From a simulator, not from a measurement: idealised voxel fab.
process module | voxel transistor to metal
cross-section cut | 205 nm wide | cells 5 nm
A cross-section is a grid of square cells, given in bands from the top down. A band is one or more rows of cells.
Each band's line starts with the height of the band's top and of its bottom, in nm. Then come its materials from left to right, each with its width in nm. One material with "throughout" fills the band from edge to edge. "air" is empty space.
Height 0 is the level under which the wafer as received is all one material. The lowest band goes on downwards, as in "0 down".
A width such as "30 to 40" changes by the same amount from each row of cells to the next, from the band's top row to its bottom row.
"no change" after a step means that no cell of the cross-section changed.
closed voids: empty space of 8 cells or more with no open way to the top, each as width x height at its distance from the left edge, in nm
after a step's settings: what the simulator itself notes on the step
overlay nm, on a step with a mask: how far to the right of its planned place the mask lay; to the left if negative
plan
1 op RECEIVE | material Si
2 op OXIDIZE | depth nm 5
3 op CONFORMAL_DEP | material SiN | thk nm 10
4 op DIRECTIONAL_DEP | material aC | thk nm 10
5 op PATTERN | tone cover | mask id ACTIVE | material resist | width nm 100 | thk nm 25 | overlay nm 0
6 op DIRECTIONAL_ETCH | etch materials aC | depth nm 10
7 op STRIP | etch materials resist
8 op DIRECTIONAL_ETCH | etch materials SiN | depth nm 10
9 op DIRECTIONAL_ETCH | etch materials SiO2 | depth nm 5
10 op DIRECTIONAL_ETCH | etch materials Si | depth nm 35
11 op STRIP | etch materials aC
12 op OXIDIZE | depth nm 5
13 op FILL_DEP | material SiO2 | thk nm 5
14 op CMP | height nm 10
15 op SELECTIVE_ETCH | etch materials SiO2 | depth nm 10
16 op STRIP | etch materials SiN
17 op SELECTIVE_ETCH | etch materials SiO2 | depth nm 5
18 op OXIDIZE | depth nm 5
19 op DIRECTIONAL_DEP | material polySi | thk nm 20
20 op DIRECTIONAL_DEP | material SiCN | thk nm 15
21 op PATTERN | tone cover | mask id GATE | material resist | width nm 30 | thk nm 15 | overlay nm 0
22 op DIRECTIONAL_ETCH | etch materials SiCN | depth nm 25
23 op DIRECTIONAL_ETCH | etch materials polySi | depth nm 30
24 op STRIP | etch materials resist
25 op CONFORMAL_DEP | material SiN | thk nm 10
26 op DIRECTIONAL_ETCH | etch materials SiN | depth nm 10
27 op DIRECTIONAL_ETCH | etch materials SiO2 | depth nm 5
28 op DIRECTIONAL_ETCH | etch materials Si | depth nm 10
29 op EPI | material nSi | thk nm 15
30 op FILL_DEP | material SiO2 | thk nm 5
31 op CMP | height nm 15
32 op STRIP | etch materials polySi
33 op SELECTIVE_ETCH | etch materials SiO2 | depth nm 5
34 op CONFORMAL_DEP | material HfO2 | thk nm 5
35 op CONFORMAL_DEP | material TiN | thk nm 5
36 op FILL_DEP | material W | thk nm 5
37 op CMP | height nm 10
38 op DIRECTIONAL_DEP | material SiO2 | thk nm 10
39 op PATTERN | tone open | mask id CONTACT | material resist | width nm 15 | pitch nm 75 | thk nm 20 | overlay nm 0
40 op DIRECTIONAL_ETCH | etch materials SiO2 | depth nm 25
41 op STRIP | etch materials resist
42 op CONFORMAL_DEP | material TiN | thk nm 5
43 op FILL_DEP | material Ru | thk nm 10
44 op CMP | height nm 20
45 op DIRECTIONAL_DEP | material TiN | thk nm 5
46 op DIRECTIONAL_DEP | material Ru | thk nm 20
47 op DIRECTIONAL_DEP | material aC | thk nm 10
48 op PATTERN | tone cover | mask id METAL_1 | material resist | width nm 15 | pitch nm 75 | thk nm 25 | overlay nm 0
49 op DIRECTIONAL_ETCH | etch materials aC | depth nm 10
50 op STRIP | etch materials resist
51 op DIRECTIONAL_ETCH | etch materials Ru | depth nm 20
52 op DIRECTIONAL_ETCH | etch materials TiN | depth nm 5
53 op STRIP | etch materials aC
54 op CONFORMAL_DEP | material SiN | thk nm 5
55 op FILL_DEP | material lowk | thk nm 10
56 op CMP | height nm 45
57 op CONFORMAL_DEP | material SiCN | thk nm 5
58 op DIRECTIONAL_DEP | material lowk | thk nm 30
59 op PATTERN | tone open | mask id METAL_2 | material resist | width nm 15 | pitch nm 75 | thk nm 20 | overlay nm 0
60 op DIRECTIONAL_ETCH | etch materials lowk | depth nm 15
61 op STRIP | etch materials resist
62 op PATTERN | tone open | mask id METAL_2_HOLES | material resist | width nm 15 | pitch nm 75 | thk nm 20 | overlay nm 0
63 op DIRECTIONAL_ETCH | etch materials lowk | depth nm 15
64 op DIRECTIONAL_ETCH | etch materials SiCN | depth nm 5
65 op STRIP | etch materials resist
66 op CONFORMAL_DEP | material TiN | thk nm 5
67 op FILL_DEP | material Ru | thk nm 5
68 op CMP | height nm 80
69 op CONFORMAL_DEP | material SiN | thk nm 5
as received, after step 1
  0 down: Si throughout
  closed voids: none
a wafer at the end: this start, this plan, one mistake
  85 to 80: SiN throughout
  80 to 50: lowk 55 | TiN 5 | Ru 5 | TiN 5 | lowk 60 | TiN 5 | Ru 5 | TiN 5 | lowk 60
  50 to 45: SiCN 55 | TiN 15 | SiCN 60 | TiN 15 | SiCN 60
  45 to 25: lowk 50 | SiN 5 | Ru 15 | SiN 5 | lowk 50 | SiN 5 | Ru 15 | SiN 5 | lowk 55
  25 to 20: SiN 55 | TiN 15 | SiN 60 | TiN 15 | SiN 60
  20 to 10: SiO2 55 | TiN 5 | Ru 5 | TiN 5 | SiO2 60 | TiN 5 | Ru 5 | TiN 5 | SiO2 60
  10 to 5: SiO2 55 | TiN 15 | SiO2 10 | SiN 10 | HfO2 5 | TiN 5 | W 10 | TiN 5 | HfO2 5 | SiN 10 | TiN 15 | SiO2 60
  5 to 0: SiO2 55 | TiN 10 | nSi 15 | SiN 10 | HfO2 5 | TiN 5 | W 10 | TiN 5 | HfO2 5 | SiN 10 | nSi 15 | SiO2 60
  0 to -5: SiO2 55 | TiN 10 | nSi 15 | SiN 10 | HfO2 5 | TiN 20 | HfO2 5 | SiN 10 | nSi 15 | SiO2 60
  -5 to -10: SiO2 50 | nSi 30 | SiO2 5 | HfO2 40 | SiO2 5 | nSi 20 | SiO2 55
  -10 to -20: SiO2 55 | nSi 25 | Si 50 | nSi 15 | SiO2 60
  -20 to -45: SiO2 55 | Si 90 | SiO2 60
  -45 down: Si throughout
  closed voids: none
what went wrong: step 21 ran as: op PATTERN | tone cover | mask id GATE | material resist | width nm 30 | thk nm 15 | overlay nm 5
